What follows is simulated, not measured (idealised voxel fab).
process module | voxel gate over fins
cross-section cut | 270 nm wide | cells 5 nm
A cross-section is a grid of square cells, given in bands from the top down. A band is one or more rows of cells.
Each band's line starts with the height of the band's top and of its bottom, in nm. Then come its materials from left to right, each with its width in nm. One material with "throughout" fills the band from edge to edge. "air" is empty space.
Height 0 is the level under which the wafer as received is all one material. The lowest band goes on downwards, as in "0 down".
A width such as "30 to 40" changes by the same amount from each row of cells to the next, from the band's top row to its bottom row.
"no change" after a step means that no cell of the cross-section changed.
closed voids: empty space of 8 cells or more with no open way to the top, each as width x height at its distance from the left edge, in nm
after a step's settings: what the simulator itself notes on the step
overlay nm, on a step with a mask: how far to the right of its planned place the mask lay; to the left if negative
plan
1 op RECEIVE | material Si
2 op CONFORMAL_DEP | material SiN | thk nm 5
3 op MASKED_ETCH | tone cover | mask id FINS | width nm 15 | pitch nm 55 | etch materials SiN | depth nm 5 | overlay nm 0
4 op MASKED_ETCH | tone cover | mask id FINS | width nm 15 | pitch nm 55 | etch materials Si | depth nm 35 | overlay nm 0
5 op OXIDIZE | depth nm 5
6 op FILL_DEP | material SiO2 | thk nm 15
7 op CMP | height nm 5
8 op PATTERN | tone open | mask id RAIL | material resist | width nm 15 | thk nm 20 | overlay nm 0
9 op DIRECTIONAL_ETCH | etch materials SiO2 | depth nm 35
10 op STRIP | etch materials resist
11 op CONFORMAL_DEP | material TiN | thk nm 5
12 op FILL_DEP | material Ru | thk nm 5
13 op CMP | height nm 5
14 op SELECTIVE_ETCH | etch materials W Ru TiN | depth nm 20
15 op FILL_DEP | material SiO2 | thk nm 5
16 op CMP | height nm 5
17 op SELECTIVE_ETCH | etch materials SiO2 | depth nm 15
18 op STRIP | etch materials SiN
19 op CONFORMAL_DEP | material HfO2 | thk nm 5
20 op CONFORMAL_DEP | material TiN | thk nm 5
21 op FILL_DEP | material W | thk nm 15
22 op CMP | height nm 20
23 op CONFORMAL_DEP | material SiCN | thk nm 5
first wafer, as planned
as received, after step 1
  0 down: Si throughout
  closed voids: none
after step 2
  5 to 0: SiN throughout
  below 0: unchanged
after step 3
  5 to 0: air 45 | SiN 15 | air 40 | SiN 15 | air 40 | SiN 15 | air 40 | SiN 15 | air 45
  below 0: unchanged
after step 4
  5 to 0: air 45 | SiN 15 | air 40 | SiN 15 | air 40 | SiN 15 | air 40 | SiN 15 | air 45
  0 to -35: air 45 | Si 15 | air 40 | Si 15 | air 40 | Si 15 | air 40 | Si 15 | air 45
  below -35: unchanged
after step 5
  5 to 0: air 45 | SiN 15 | air 40 | SiN 15 | air 40 | SiN 15 | air 40 | SiN 15 | air 45
  0 to -35: air 45 | SiO2 5 | Si 5 | SiO2 5 | air 40 | SiO2 5 | Si 5 | SiO2 5 | air 40 | SiO2 5 | Si 5 | SiO2 5 | air 40 | SiO2 5 | Si 5 | SiO2 5 | air 45
  -35 to -40: SiO2 50 | Si 5 | SiO2 50 | Si 5 | SiO2 50 | Si 5 | SiO2 50 | Si 5 | SiO2 50
  below -40: unchanged
after step 6
  20 to 5: SiO2 throughout
  5 to 0: SiO2 45 | SiN 15 | SiO2 40 | SiN 15 | SiO2 40 | SiN 15 | SiO2 40 | SiN 15 | SiO2 45
  0 to -40: SiO2 50 | Si 5 | SiO2 50 | Si 5 | SiO2 50 | Si 5 | SiO2 50 | Si 5 | SiO2 50
  below -40: unchanged
after step 7
  5 to 0: SiO2 45 | SiN 15 | SiO2 40 | SiN 15 | SiO2 40 | SiN 15 | SiO2 40 | SiN 15 | SiO2 45
  below 0: unchanged
after step 8
  25 to 5: resist 70 | air 15 | resist 185
  below 5: unchanged
after step 9
  25 to 5: resist 70 | air 15 | resist 185
  5 to 0: SiO2 45 | SiN 15 | SiO2 10 | air 15 | SiO2 15 | SiN 15 | SiO2 40 | SiN 15 | SiO2 40 | SiN 15 | SiO2 45
  0 to -30: SiO2 50 | Si 5 | SiO2 15 | air 15 | SiO2 20 | Si 5 | SiO2 50 | Si 5 | SiO2 50 | Si 5 | SiO2 50
  below -30: unchanged
after step 10
  5 to 0: SiO2 45 | SiN 15 | SiO2 10 | air 15 | SiO2 15 | SiN 15 | SiO2 40 | SiN 15 | SiO2 40 | SiN 15 | SiO2 45
  below 0: unchanged
after step 11
  10 to 5: TiN 75 | air 5 | TiN 190
  5 to 0: SiO2 45 | SiN 15 | SiO2 10 | TiN 5 | air 5 | TiN 5 | SiO2 15 | SiN 15 | SiO2 40 | SiN 15 | SiO2 40 | SiN 15 | SiO2 45
  0 to -25: SiO2 50 | Si 5 | SiO2 15 | TiN 5 | air 5 | TiN 5 | SiO2 20 | Si 5 | SiO2 50 | Si 5 | SiO2 50 | Si 5 | SiO2 50
  -25 to -30: SiO2 50 | Si 5 | SiO2 15 | TiN 15 | SiO2 20 | Si 5 | SiO2 50 | Si 5 | SiO2 50 | Si 5 | SiO2 50
  below -30: unchanged
after step 12
  15 to 10: Ru throughout
  10 to 5: TiN 75 | Ru 5 | TiN 190
  5 to 0: SiO2 45 | SiN 15 | SiO2 10 | TiN 5 | Ru 5 | TiN 5 | SiO2 15 | SiN 15 | SiO2 40 | SiN 15 | SiO2 40 | SiN 15 | SiO2 45
  0 to -25: SiO2 50 | Si 5 | SiO2 15 | TiN 5 | Ru 5 | TiN 5 | SiO2 20 | Si 5 | SiO2 50 | Si 5 | SiO2 50 | Si 5 | SiO2 50
  below -25: unchanged
after step 13
  5 to 0: SiO2 45 | SiN 15 | SiO2 10 | TiN 5 | Ru 5 | TiN 5 | SiO2 15 | SiN 15 | SiO2 40 | SiN 15 | SiO2 40 | SiN 15 | SiO2 45
  below 0: unchanged
after step 14
  5 to 0: SiO2 45 | SiN 15 | SiO2 10 | air 15 | SiO2 15 | SiN 15 | SiO2 40 | SiN 15 | SiO2 40 | SiN 15 | SiO2 45
  0 to -15: SiO2 50 | Si 5 | SiO2 15 | air 15 | SiO2 20 | Si 5 | SiO2 50 | Si 5 | SiO2 50 | Si 5 | SiO2 50
  below -15: unchanged
after step 15
  10 to 5: SiO2 throughout
  5 to 0: SiO2 45 | SiN 15 | SiO2 40 | SiN 15 | SiO2 40 | SiN 15 | SiO2 40 | SiN 15 | SiO2 45
  0 to -15: SiO2 50 | Si 5 | SiO2 50 | Si 5 | SiO2 50 | Si 5 | SiO2 50 | Si 5 | SiO2 50
  below -15: unchanged
after step 16
  5 to 0: SiO2 45 | SiN 15 | SiO2 40 | SiN 15 | SiO2 40 | SiN 15 | SiO2 40 | SiN 15 | SiO2 45
  below 0: unchanged
after step 17
  5 to 0: air 45 | SiN 15 | air 40 | SiN 15 | air 40 | SiN 15 | air 40 | SiN 15 | air 45
  0 to -10: air 50 | Si 5 | air 50 | Si 5 | air 50 | Si 5 | air 50 | Si 5 | air 50
  below -10: unchanged
after step 18
  0 to -10: air 50 | Si 5 | air 50 | Si 5 | air 50 | Si 5 | air 50 | Si 5 | air 50
  below -10: unchanged
after step 19
  5 to 0: air 45 | HfO2 15 | air 40 | HfO2 15 | air 40 | HfO2 15 | air 40 | HfO2 15 | air 45
  0 to -5: air 45 | HfO2 5 | Si 5 | HfO2 5 | air 40 | HfO2 5 | Si 5 | HfO2 5 | air 40 | HfO2 5 | Si 5 | HfO2 5 | air 40 | HfO2 5 | Si 5 | HfO2 5 | air 45
  -5 to -10: HfO2 50 | Si 5 | HfO2 50 | Si 5 | HfO2 50 | Si 5 | HfO2 50 | Si 5 | HfO2 50
  below -10: unchanged
after step 20
  10 to 5: air 40 | TiN 25 | air 30 | TiN 25 | air 30 | TiN 25 | air 30 | TiN 25 | air 40
  5 to 0: air 40 | TiN 5 | HfO2 15 | TiN 5 | air 30 | TiN 5 | HfO2 15 | TiN 5 | air 30 | TiN 5 | HfO2 15 | TiN 5 | air 30 | TiN 5 | HfO2 15 | TiN 5 | air 40
  0 to -5: TiN 45 | HfO2 5 | Si 5 | HfO2 5 | TiN 40 | HfO2 5 | Si 5 | HfO2 5 | TiN 40 | HfO2 5 | Si 5 | HfO2 5 | TiN 40 | HfO2 5 | Si 5 | HfO2 5 | TiN 45
  below -5: unchanged
after step 21
  25 to 10: W throughout
  10 to 5: W 40 | TiN 25 | W 30 | TiN 25 | W 30 | TiN 25 | W 30 | TiN 25 | W 40
  5 to 0: W 40 | TiN 5 | HfO2 15 | TiN 5 | W 30 | TiN 5 | HfO2 15 | TiN 5 | W 30 | TiN 5 | HfO2 15 | TiN 5 | W 30 | TiN 5 | HfO2 15 | TiN 5 | W 40
  below 0: unchanged
after step 22
  20 to 10: W throughout
  below 10: unchanged
after step 23
  25 to 20: SiCN throughout
  below 20: unchanged
second wafer: like start, like plan, one mistake. Through step 7 it matches the first wafer
when step 8 should have ended
  25 to 5: resist 80 | air 15 | resist 175
  below 5: unchanged
when step 9 should have ended
  25 to 5: resist 80 | air 15 | resist 175
  5 to 0: SiO2 45 | SiN 15 | SiO2 20 | air 15 | SiO2 5 | SiN 15 | SiO2 40 | SiN 15 | SiO2 40 | SiN 15 | SiO2 45
  0 to -30: SiO2 50 | Si 5 | SiO2 25 | air 15 | SiO2 10 | Si 5 | SiO2 50 | Si 5 | SiO2 50 | Si 5 | SiO2 50
  below -30: unchanged
when step 10 should have ended
  5 to 0: SiO2 45 | SiN 15 | SiO2 20 | air 15 | SiO2 5 | SiN 15 | SiO2 40 | SiN 15 | SiO2 40 | SiN 15 | SiO2 45
  below 0: unchanged
when step 11 should have ended
  10 to 5: TiN 85 | air 5 | TiN 180
  5 to 0: SiO2 45 | SiN 15 | SiO2 20 | TiN 5 | air 5 | TiN 5 | SiO2 5 | SiN 15 | SiO2 40 | SiN 15 | SiO2 40 | SiN 15 | SiO2 45
  0 to -25: SiO2 50 | Si 5 | SiO2 25 | TiN 5 | air 5 | TiN 5 | SiO2 10 | Si 5 | SiO2 50 | Si 5 | SiO2 50 | Si 5 | SiO2 50
  -25 to -30: SiO2 50 | Si 5 | SiO2 25 | TiN 15 | SiO2 10 | Si 5 | SiO2 50 | Si 5 | SiO2 50 | Si 5 | SiO2 50
  below -30: unchanged
when step 12 should have ended
  15 to 10: Ru throughout
  10 to 5: TiN 85 | Ru 5 | TiN 180
  5 to 0: SiO2 45 | SiN 15 | SiO2 20 | TiN 5 | Ru 5 | TiN 5 | SiO2 5 | SiN 15 | SiO2 40 | SiN 15 | SiO2 40 | SiN 15 | SiO2 45
  0 to -25: SiO2 50 | Si 5 | SiO2 25 | TiN 5 | Ru 5 | TiN 5 | SiO2 10 | Si 5 | SiO2 50 | Si 5 | SiO2 50 | Si 5 | SiO2 50
  below -25: unchanged
when step 13 should have ended
  5 to 0: SiO2 45 | SiN 15 | SiO2 20 | TiN 5 | Ru 5 | TiN 5 | SiO2 5 | SiN 15 | SiO2 40 | SiN 15 | SiO2 40 | SiN 15 | SiO2 45
  below 0: unchanged
when step 14 should have ended
  5 to 0: SiO2 45 | SiN 15 | SiO2 20 | air 15 | SiO2 5 | SiN 15 | SiO2 40 | SiN 15 | SiO2 40 | SiN 15 | SiO2 45
  0 to -15: SiO2 50 | Si 5 | SiO2 25 | air 15 | SiO2 10 | Si 5 | SiO2 50 | Si 5 | SiO2 50 | Si 5 | SiO2 50
  below -15: unchanged
when step 15 should have ended
  10 to 5: SiO2 throughout
  5 to 0: SiO2 45 | SiN 15 | SiO2 40 | SiN 15 | SiO2 40 | SiN 15 | SiO2 40 | SiN 15 | SiO2 45
  0 to -15: SiO2 50 | Si 5 | SiO2 50 | Si 5 | SiO2 50 | Si 5 | SiO2 50 | Si 5 | SiO2 50
  below -15: unchanged
when step 16 should have ended
  5 to 0: SiO2 45 | SiN 15 | SiO2 40 | SiN 15 | SiO2 40 | SiN 15 | SiO2 40 | SiN 15 | SiO2 45
  below 0: unchanged
when step 17 should have ended
  5 to 0: air 45 | SiN 15 | air 40 | SiN 15 | air 40 | SiN 15 | air 40 | SiN 15 | air 45
  0 to -10: air 50 | Si 5 | air 50 | Si 5 | air 50 | Si 5 | air 50 | Si 5 | air 50
  below -10: unchanged
when step 18 should have ended
  0 to -10: air 50 | Si 5 | air 50 | Si 5 | air 50 | Si 5 | air 50 | Si 5 | air 50
  below -10: unchanged
when step 19 should have ended
  5 to 0: air 45 | HfO2 15 | air 40 | HfO2 15 | air 40 | HfO2 15 | air 40 | HfO2 15 | air 45
  0 to -5: air 45 | HfO2 5 | Si 5 | HfO2 5 | air 40 | HfO2 5 | Si 5 | HfO2 5 | air 40 | HfO2 5 | Si 5 | HfO2 5 | air 40 | HfO2 5 | Si 5 | HfO2 5 | air 45
  -5 to -10: HfO2 50 | Si 5 | HfO2 50 | Si 5 | HfO2 50 | Si 5 | HfO2 50 | Si 5 | HfO2 50
  below -10: unchanged
when step 20 should have ended
  10 to 5: air 40 | TiN 25 | air 30 | TiN 25 | air 30 | TiN 25 | air 30 | TiN 25 | air 40
  5 to 0: air 40 | TiN 5 | HfO2 15 | TiN 5 | air 30 | TiN 5 | HfO2 15 | TiN 5 | air 30 | TiN 5 | HfO2 15 | TiN 5 | air 30 | TiN 5 | HfO2 15 | TiN 5 | air 40
  0 to -5: TiN 45 | HfO2 5 | Si 5 | HfO2 5 | TiN 40 | HfO2 5 | Si 5 | HfO2 5 | TiN 40 | HfO2 5 | Si 5 | HfO2 5 | TiN 40 | HfO2 5 | Si 5 | HfO2 5 | TiN 45
  below -5: unchanged
when step 21 should have ended
  25 to 10: W throughout
  10 to 5: W 40 | TiN 25 | W 30 | TiN 25 | W 30 | TiN 25 | W 30 | TiN 25 | W 40
  5 to 0: W 40 | TiN 5 | HfO2 15 | TiN 5 | W 30 | TiN 5 | HfO2 15 | TiN 5 | W 30 | TiN 5 | HfO2 15 | TiN 5 | W 30 | TiN 5 | HfO2 15 | TiN 5 | W 40
  below 0: unchanged
when step 22 should have ended
  20 to 10: W throughout
  below 10: unchanged
when step 23 should have ended
  25 to 20: SiCN throughout
  below 20: unchanged
what went wrong: step 8 ran as: op PATTERN | tone open | mask id RAIL | material resist | width nm 15 | thk nm 20 | overlay nm 10
at the end the second wafer has, in cells: as many of each material as the first, in other places
